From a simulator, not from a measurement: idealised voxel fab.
The process module presented herein is designated voxel plated lines.
FYI the section here is cut, 210 nm wide, cells are 5 nm squares.
A cross-section is written here as square cells arranged in a grid, and it is given in bands from the top down, each band taking up one or more rows of cells.
Band entry format. Leading values: height of top, height of bottom, nm. Remainder: materials in left-to-right order, each with its width in nm. Special words: "edge to edge" on a single material, which then fills the band edge to edge; "air", empty space.
All heights in this document are referenced to 0, defined as the level beneath which the wafer, as received, consists entirely of one material. The lowest band is not bounded below; it extends indefinitely downward and is written in the form "0 nm and below".
Note: "30..40" means the width goes from the first number (top row of the band) to the second number (bottom row) in equal steps per row of cells.
The designation "nothing changed", where it is given for a processing step, indicates that no cell of the cross-section was altered in the course of that step.
This entry, "Listed closed voids", enumerates those empty regions of no fewer than 8 cells that possess no open connection to the top. Each region is reported in the form width x height at distance, the distance being taken from the left edge, with all three quantities expressed in nm.
On each step's line, the part that comes after the settings is the simulator's own comment on the step.
"overlay nm", when on a step's line for a step with a mask, measures how far to the right of its planned place the mask lay; a negative measure means to the left.

Planned process steps
step 1: RECEIVE | material Si
step 2: CONFORMAL_DEP | material Al2O3 | thk nm 10
step 3: DIRECTIONAL_DEP | material TiN | thk nm 5
step 4: PATTERN | tone open | mask id LINES | material resist | width nm 25 | pitch nm 40 | thk nm 40 | overlay nm 0
step 5: EPI | material Ru | thk nm 10
step 6: EPI | material Ru | thk nm 10
step 7: EPI | material Ru | thk nm 10
step 8: STRIP | etch materials resist
step 9: DIRECTIONAL_ETCH | etch materials TiN | depth nm 5
step 10: CONFORMAL_DEP | material SiN | thk nm 10

First wafer out of two, processed as planned

Cross-sectional view of the wafer in its as-received condition, corresponding to the state after step 1
- 0 nm and below  Si edge to edge
- Listed closed voids: none

Once step 2 is through, the wafer looks like this in cross-section
- 10 nm to 0 nm  Al2O3 edge to edge
- All layers under 0 are left as they were.

Once step 3 is through, the wafer looks like this in cross-section
- 15 nm to 10 nm  TiN edge to edge
- All layers under 10 are left as they were.

Once step 4 is through, the wafer looks like this in cross-section
- 55 nm to 15 nm  70 of resist  25 of air  15 of resist  25 of air  75 of resist
- All layers under 15 are left as they were.

Once step 5 is through, the wafer looks like this in cross-section
- 55 nm to 25 nm  70 of resist  25 of air  15 of resist  25 of air  75 of resist
- 25 nm to 15 nm  70 of resist  25 of Ru  15 of resist  25 of Ru  75 of resist
- All layers under 15 are left as they were.

Once step 6 is through, the wafer looks like this in cross-section
- 55 nm to 35 nm  70 of resist  25 of air  15 of resist  25 of air  75 of resist
- 35 nm to 15 nm  70 of resist  25 of Ru  15 of resist  25 of Ru  75 of resist
- All layers under 15 are left as they were.

Once step 7 is through, the wafer looks like this in cross-section
- 55 nm to 45 nm  70 of resist  25 of air  15 of resist  25 of air  75 of resist
- 45 nm to 15 nm  70 of resist  25 of Ru  15 of resist  25 of Ru  75 of resist
- All layers under 15 are left as they were.

Once step 8 is through, the wafer looks like this in cross-section
- 45 nm to 15 nm  70 of air  25 of Ru  15 of air  25 of Ru  75 of air
- All layers under 15 are left as they were.

Once step 9 is through, the wafer looks like this in cross-section
- 45 nm to 15 nm  70 of air  25 of Ru  15 of air  25 of Ru  75 of air
- 15 nm to 10 nm  70 of air  25 of TiN  15 of air  25 of TiN  75 of air
- All layers under 10 are left as they were.

Once step 10 is through, the wafer looks like this in cross-section
- 55 nm to 45 nm  60 of air  85 of SiN  65 of air
- 45 nm to 20 nm  60 of air  10 of SiN  25 of Ru  15 of SiN  25 of Ru  10 of SiN  65 of air
- 20 nm to 15 nm  70 of SiN  25 of Ru  15 of SiN  25 of Ru  75 of SiN
- 15 nm to 10 nm  70 of SiN  25 of TiN  15 of SiN  25 of TiN  75 of SiN
- All layers under 10 are left as they were.

Wafer two. Identical start, identical plan. One mistake in execution. Identical history through step 4

Cross-sectional representation of the second wafer at the time designated in the plan for the completion of step 7
- 55 nm to 15 nm  70 of resist  25 of Ru  15 of resist  25 of Ru  75 of resist
- All layers under 15 are left as they were.

Cross-sectional representation of the second wafer at the time designated in the plan for the completion of step 8
- 55 nm to 15 nm  70 of air  25 of Ru  15 of air  25 of Ru  75 of air
- All layers under 15 are left as they were.

Cross-sectional representation of the second wafer at the time designated in the plan for the completion of step 9
- 55 nm to 15 nm  70 of air  25 of Ru  15 of air  25 of Ru  75 of air
- 15 nm to 10 nm  70 of air  25 of TiN  15 of air  25 of TiN  75 of air
- All layers under 10 are left as they were.

Cross-sectional representation of the second wafer at the time designated in the plan for the completion of step 10
- 65 nm to 55 nm  60 of air  85 of SiN  65 of air
- 55 nm to 20 nm  60 of air  10 of SiN  25 of Ru  15 of SiN  25 of Ru  10 of SiN  65 of air
- 20 nm to 15 nm  70 of SiN  25 of Ru  15 of SiN  25 of Ru  75 of SiN
- 15 nm to 10 nm  70 of SiN  25 of TiN  15 of SiN  25 of TiN  75 of SiN
- All layers under 10 are left as they were.
So what did we get wrong on this run? it cannot be told which of the identical steps 5, 6 and 7 was the one run twice
The second wafer ends with more or fewer cells of some materials than the first, per final count: +20 Ru; +14 SiN
